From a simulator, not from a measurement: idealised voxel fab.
process module | voxel plated lines
cross-section cut | 270 nm wide | cells 5 nm
A cross-section is a grid of square cells, given in bands from the top down. A band is one or more rows of cells.
Each band's line starts with the height of the band's top and of its bottom, in nm. Then come its materials from left to right, each with its width in nm. One material with "throughout" fills the band from edge to edge. "air" is empty space.
Height 0 is the level under which the wafer as received is all one material. The lowest band goes on downwards, as in "0 down".
A width such as "30 to 40" changes by the same amount from each row of cells to the next, from the band's top row to its bottom row.
"no change" after a step means that no cell of the cross-section changed.
closed voids: empty space of 8 cells or more with no open way to the top, each as width x height at its distance from the left edge, in nm
after a step's settings: what the simulator itself notes on the step
overlay nm, on a step with a mask: how far to the right of its planned place the mask lay; to the left if negative
plan
1 op RECEIVE | material Si
2 op CONFORMAL_DEP | material SiO2 | thk nm 15
3 op DIRECTIONAL_DEP | material TiN | thk nm 5
4 op PATTERN | tone open | mask id LINES | material resist | width nm 15 | pitch nm 40 | thk nm 25 | overlay nm 0
5 op EPI | material Ru | thk nm 5
6 op EPI | material Ru | thk nm 10
7 op STRIP | etch materials resist
8 op DIRECTIONAL_ETCH | etch materials TiN | depth nm 5
9 op CONFORMAL_DEP | material SiCN | thk nm 5
first wafer, as planned
as received, after step 1
  0 down: Si throughout
  closed voids: none
after step 2
  15 to 0: SiO2 throughout
  below 0: unchanged
after step 3
  20 to 15: TiN throughout
  below 15: unchanged
after step 4
  45 to 20: resist 65 | air 15 | resist 25 | air 15 | resist 25 | air 15 | resist 25 | air 15 | resist 70
  below 20: unchanged
after step 5
  45 to 25: resist 65 | air 15 | resist 25 | air 15 | resist 25 | air 15 | resist 25 | air 15 | resist 70
  25 to 20: resist 65 | Ru 15 | resist 25 | Ru 15 | resist 25 | Ru 15 | resist 25 | Ru 15 | resist 70
  below 20: unchanged
after step 6
  45 to 35: resist 65 | air 15 | resist 25 | air 15 | resist 25 | air 15 | resist 25 | air 15 | resist 70
  35 to 20: resist 65 | Ru 15 | resist 25 | Ru 15 | resist 25 | Ru 15 | resist 25 | Ru 15 | resist 70
  below 20: unchanged
after step 7
  35 to 20: air 65 | Ru 15 | air 25 | Ru 15 | air 25 | Ru 15 | air 25 | Ru 15 | air 70
  below 20: unchanged
after step 8
  35 to 20: air 65 | Ru 15 | air 25 | Ru 15 | air 25 | Ru 15 | air 25 | Ru 15 | air 70
  20 to 15: air 65 | TiN 15 | air 25 | TiN 15 | air 25 | TiN 15 | air 25 | TiN 15 | air 70
  below 15: unchanged
after step 9
  40 to 35: air 60 | SiCN 25 | air 15 | SiCN 25 | air 15 | SiCN 25 | air 15 | SiCN 25 | air 65
  35 to 20: air 60 | SiCN 5 | Ru 15 | SiCN 5 | air 15 | SiCN 5 | Ru 15 | SiCN 5 | air 15 | SiCN 5 | Ru 15 | SiCN 5 | air 15 | SiCN 5 | Ru 15 | SiCN 5 | air 65
  20 to 15: SiCN 65 | TiN 15 | SiCN 25 | TiN 15 | SiCN 25 | TiN 15 | SiCN 25 | TiN 15 | SiCN 70
  below 15: unchanged
second wafer: like start, like plan, one mistake. Through step 2 it matches the first wafer
when step 3 should have ended
  20 to 15: SiCN throughout
  below 15: unchanged
when step 4 should have ended
  45 to 20: resist 65 | air 15 | resist 25 | air 15 | resist 25 | air 15 | resist 25 | air 15 | resist 70
  below 20: unchanged
when step 5 should have ended: no change
when step 6 should have ended: no change
when step 7 should have ended
  20 to 15: SiCN throughout
  below 15: unchanged
when step 8 should have ended: no change
when step 9 should have ended
  25 to 15: SiCN throughout
  below 15: unchanged
what went wrong: step 3 ran as: op DIRECTIONAL_DEP | material SiCN | thk nm 5
at the end the second wafer has, in cells: 36 fewer of Ru | 22 more of SiCN | 12 fewer of TiN
